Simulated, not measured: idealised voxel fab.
Process module heading - voxel self aligned vias
Displayed cross-section: cut, width of 225 nm, square cells sized 5 nm.
Bands, listed from the top down, are how a cross-section gets written in this document; the cross-section itself is a grid of square cells, and a band is one or more rows of them. In this notation a band is specified by the heights of its top and bottom, in that order and in nm, after which its materials appear from left to right, each paired with its width in nm. The word "full width" attached to a single material means that material fills the band from edge to edge; the word "blank" stands for empty space. Heights are expressed relative to 0, this being the level below which the as-received wafer comprises one material exclusively. The lowest band is unbounded in the downward direction and is denoted as in "from 0 down". A width such as "30 to 40" changes by the same amount from each row of cells to the next, from the band's top row to its bottom row. Step note "no change occurred" = no cross-section cell changed. "Closed void catalog" - sealed voids, min. 8 cells, no opening to top; format: width x height at distance (distance from left edge; nm throughout). Read whatever lies past the settings on a step's line as the simulator's own remark about the step. Regarding "overlay nm": on a step with a mask, it is the distance the mask lay to the right of its planned place; a negative value places it to the left.

### Here's what the planned process steps look like
1. RECEIVE with material Si
2. CONFORMAL_DEP with material SiO2, thk nm 10
3. CONFORMAL_DEP with material SiCN, thk nm 5
4. DIRECTIONAL_DEP with material SiO2, thk nm 20
5. MASKED_ETCH with tone open, mask id LINES, width nm 30, pitch nm 70, etch materials SiO2, depth nm 20, overlay nm 0
6. CONFORMAL_DEP with material TiN, thk nm 5
7. FILL_DEP with material W, thk nm 5
8. CMP with height nm 35
9. SELECTIVE_ETCH with etch materials W Ru TiN, depth nm 10
10. FILL_DEP with material SiN, thk nm 5
11. CMP with height nm 35
12. DIRECTIONAL_DEP with material SiO2, thk nm 20
13. DIRECTIONAL_DEP with material aC, thk nm 10
14. PATTERN with tone open, mask id VIAS, material resist, width nm 40, pitch nm 140, thk nm 25, overlay nm 0
15. DIRECTIONAL_ETCH with etch materials aC, depth nm 10
16. STRIP with etch materials resist
17. DIRECTIONAL_ETCH with etch materials SiO2, depth nm 20
18. DIRECTIONAL_ETCH with etch materials SiN, depth nm 10
19. STRIP with etch materials aC
20. CONFORMAL_DEP with material TiN, thk nm 5
21. FILL_DEP with material Ru, thk nm 5
22. CMP with height nm 55
23. CONFORMAL_DEP with material SiCN, thk nm 5

### Cross-section of the wafer at receipt, which is the condition after step 1
  from 0 down | Si full width
  Closed void catalog: none

### Wafer at module end, in section. Began as above, planned as above, run with one mistake
  from 60 to 55 | SiCN full width
  from 55 to 40 | SiO2 20 nm; TiN 5 nm; Ru 30 nm; TiN 5 nm; SiO2 100 nm; TiN 5 nm; Ru 30 nm; TiN 5 nm; SiO2 25 nm
  from 40 to 35 | SiO2 20 nm; TiN 10 nm; Ru 20 nm; TiN 10 nm; SiO2 100 nm; TiN 10 nm; Ru 20 nm; TiN 10 nm; SiO2 25 nm
  from 35 to 30 | SiO2 25 nm; TiN 5 nm; Ru 20 nm; TiN 5 nm; SiO2 40 nm; SiN 30 nm; SiO2 40 nm; TiN 5 nm; Ru 20 nm; TiN 5 nm; SiO2 30 nm
  from 30 to 25 | SiO2 25 nm; TiN 30 nm; SiO2 40 nm; SiN 30 nm; SiO2 40 nm; TiN 30 nm; SiO2 30 nm
  from 25 to 20 | SiO2 25 nm; TiN 5 nm; W 20 nm; TiN 5 nm; SiO2 40 nm; TiN 5 nm; W 20 nm; TiN 5 nm; SiO2 40 nm; TiN 5 nm; W 20 nm; TiN 5 nm; SiO2 30 nm
  from 20 to 15 | SiO2 25 nm; TiN 30 nm; SiO2 40 nm; TiN 30 nm; SiO2 40 nm; TiN 30 nm; SiO2 30 nm
  from 15 to 5 | SiO2 full width
  from 5 to 0 | SiCN full width
  from 0 down | Si full width
  Closed void catalog: none
So what did we get wrong on this run? a sequencing error occurred in which plan steps 2 and 3 were transposed
